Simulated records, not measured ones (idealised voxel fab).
Process module heading - voxel fin reveal
Displayed cross-section: cut, width of 240 nm, square cells sized 5 nm.
Cross-section, as written here: a square-cell grid given band by band from the top down, where a band holds one or more rows of cells. Band entry format. Leading values: height of top, height of bottom, nm. Remainder: materials in left-to-right order, each with its width in nm. Special words: "full width" on a single material, which then fills the band edge to edge; "air", empty space. Height reference: 0 = level under which incoming wafer is all one material. Lowest band: no bottom, runs on downward, e.g. "top 0, no bottom". The notation "30..40" denotes a width that varies across the rows of cells in the band, beginning at the first number in the top row, finishing at the second number in the bottom row, and changing by an identical amount from each row to the next. Any step labelled "nothing was modified" changed none of the cells in the cross-section. Entry "Fully sealed voids". Content: empty spaces with no open connection to the top, size 8 cells or greater. Each: width x height at distance. Distance: from left edge. Unit: nm. The remark found on a step's line after its settings is issued by the simulator itself and pertains to that step. If you see "overlay nm" on a step's line and that step has a mask, it's telling you how far right of where it was planned the mask ended up; a negative number means it went left instead.
-- The following list gives the planned process steps
| 1 | RECEIVE with material Si |
| 2 | CONFORMAL_DEP with material SiN, thk nm 5 |
| 3 | DIRECTIONAL_DEP with material aC, thk nm 15 |
| 4 | PATTERN with tone cover, mask id FINS, material resist, width nm 15, pitch nm 45, thk nm 35, overlay nm 0 |
| 5 | DIRECTIONAL_ETCH with etch materials aC, depth nm 15 |
| 6 | STRIP with etch materials resist |
| 7 | DIRECTIONAL_ETCH with etch materials SiN, depth nm 5 |
| 8 | DIRECTIONAL_ETCH with etch materials Si, depth nm 35 |
| 9 | STRIP with etch materials aC |
| 10 | FILL_DEP with material SiO2, thk nm 15 |
| 11 | CMP with height nm 5 |
| 12 | SELECTIVE_ETCH with etch materials SiO2, depth nm 30 |
| 13 | STRIP with etch materials SiN |
| 14 | CONFORMAL_DEP with material HfO2, thk nm 5 |
-- First wafer of two (run as planned)
-- The cross-section here shows the wafer as received, i.e. in its state after step 1
  top 0, no bottom | Si full width
  Fully sealed voids: none
-- State of the wafer after step 2, shown in cross-section
  top 5, bottom 0 | SiN full width
  Anything lower than 0 is untouched.
-- State of the wafer after step 3, shown in cross-section
  top 20, bottom 5 | aC full width
  Anything lower than 5 is untouched.
-- State of the wafer after step 4, shown in cross-section
  top 55, bottom 20 | air 65 nm  resist 15 nm  air 30 nm  resist 15 nm  air 30 nm  resist 15 nm  air 70 nm
  Anything lower than 20 is untouched.
-- State of the wafer after step 5, shown in cross-section
  top 40, bottom 20 | air 65 nm  resist 15 nm  air 30 nm  resist 15 nm  air 30 nm  resist 15 nm  air 70 nm
  top 20, bottom 5 | air 65 nm  aC 15 nm  air 30 nm  aC 15 nm  air 30 nm  aC 15 nm  air 70 nm
  Anything lower than 5 is untouched.
-- State of the wafer after step 6, shown in cross-section
  top 20, bottom 5 | air 65 nm  aC 15 nm  air 30 nm  aC 15 nm  air 30 nm  aC 15 nm  air 70 nm
  Anything lower than 5 is untouched.
-- State of the wafer after step 7, shown in cross-section
  top 20, bottom 5 | air 65 nm  aC 15 nm  air 30 nm  aC 15 nm  air 30 nm  aC 15 nm  air 70 nm
  top 5, bottom 0 | air 65 nm  SiN 15 nm  air 30 nm  SiN 15 nm  air 30 nm  SiN 15 nm  air 70 nm
  Anything lower than 0 is untouched.
-- State of the wafer after step 8, shown in cross-section
  top 20, bottom 5 | air 65 nm  aC 15 nm  air 30 nm  aC 15 nm  air 30 nm  aC 15 nm  air 70 nm
  top 5, bottom 0 | air 65 nm  SiN 15 nm  air 30 nm  SiN 15 nm  air 30 nm  SiN 15 nm  air 70 nm
  top 0, bottom -35 | air 65 nm  Si 15 nm  air 30 nm  Si 15 nm  air 30 nm  Si 15 nm  air 70 nm
  Anything lower than -35 is untouched.
-- State of the wafer after step 9, shown in cross-section
  top 5, bottom 0 | air 65 nm  SiN 15 nm  air 30 nm  SiN 15 nm  air 30 nm  SiN 15 nm  air 70 nm
  Anything lower than 0 is untouched.
-- State of the wafer after step 10, shown in cross-section
  top 20, bottom 5 | SiO2 full width
  top 5, bottom 0 | SiO2 65 nm  SiN 15 nm  SiO2 30 nm  SiN 15 nm  SiO2 30 nm  SiN 15 nm  SiO2 70 nm
  top 0, bottom -35 | SiO2 65 nm  Si 15 nm  SiO2 30 nm  Si 15 nm  SiO2 30 nm  Si 15 nm  SiO2 70 nm
  Anything lower than -35 is untouched.
-- State of the wafer after step 11, shown in cross-section
  top 5, bottom 0 | SiO2 65 nm  SiN 15 nm  SiO2 30 nm  SiN 15 nm  SiO2 30 nm  SiN 15 nm  SiO2 70 nm
  Anything lower than 0 is untouched.
-- State of the wafer after step 12, shown in cross-section
  top 5, bottom 0 | air 65 nm  SiN 15 nm  air 30 nm  SiN 15 nm  air 30 nm  SiN 15 nm  air 70 nm
  top 0, bottom -25 | air 65 nm  Si 15 nm  air 30 nm  Si 15 nm  air 30 nm  Si 15 nm  air 70 nm
  Anything lower than -25 is untouched.
-- State of the wafer after step 13, shown in cross-section
  top 0, bottom -25 | air 65 nm  Si 15 nm  air 30 nm  Si 15 nm  air 30 nm  Si 15 nm  air 70 nm
  Anything lower than -25 is untouched.
-- State of the wafer after step 14, shown in cross-section
  top 5, bottom 0 | air 60 nm  HfO2 25 nm  air 20 nm  HfO2 25 nm  air 20 nm  HfO2 25 nm  air 65 nm
  top 0, bottom -20 | air 60 nm  HfO2 5 nm  Si 15 nm  HfO2 5 nm  air 20 nm  HfO2 5 nm  Si 15 nm  HfO2 5 nm  air 20 nm  HfO2 5 nm  Si 15 nm  HfO2 5 nm  air 65 nm
  top -20, bottom -25 | HfO2 65 nm  Si 15 nm  HfO2 30 nm  Si 15 nm  HfO2 30 nm  Si 15 nm  HfO2 70 nm
  Anything lower than -25 is untouched.
-- Wafer two. Identical start, identical plan. One mistake in execution. Identical history through step 9
-- when step 10 should have ended
  top 20, bottom 5 | HfO2 full width
  top 5, bottom 0 | HfO2 65 nm  SiN 15 nm  HfO2 30 nm  SiN 15 nm  HfO2 30 nm  SiN 15 nm  HfO2 70 nm
  top 0, bottom -35 | HfO2 65 nm  Si 15 nm  HfO2 30 nm  Si 15 nm  HfO2 30 nm  Si 15 nm  HfO2 70 nm
  Anything lower than -35 is untouched.
-- when step 11 should have ended
  top 5, bottom 0 | HfO2 65 nm  SiN 15 nm  HfO2 30 nm  SiN 15 nm  HfO2 30 nm  SiN 15 nm  HfO2 70 nm
  Anything lower than 0 is untouched.
when step 12 should have ended: nothing was modified
-- when step 13 should have ended
  top 5, bottom 0 | HfO2 65 nm  air 15 nm  HfO2 30 nm  air 15 nm  HfO2 30 nm  air 15 nm  HfO2 70 nm
  Anything lower than 0 is untouched.
-- when step 14 should have ended
  top 10, bottom 5 | HfO2 70 nm  air 5 nm  HfO2 40 nm  air 5 nm  HfO2 40 nm  air 5 nm  HfO2 75 nm
  top 5, bottom 0 | HfO2 full width
  Anything lower than 0 is untouched.
What went wrong in running the wafer? step 10, actual vs plan mismatch, actual run FILL_DEP with material HfO2, thk nm 15
Final wafer comparison in cells, second versus first, more or fewer per material: 288 more of HfO2; 78 fewer of SiO2
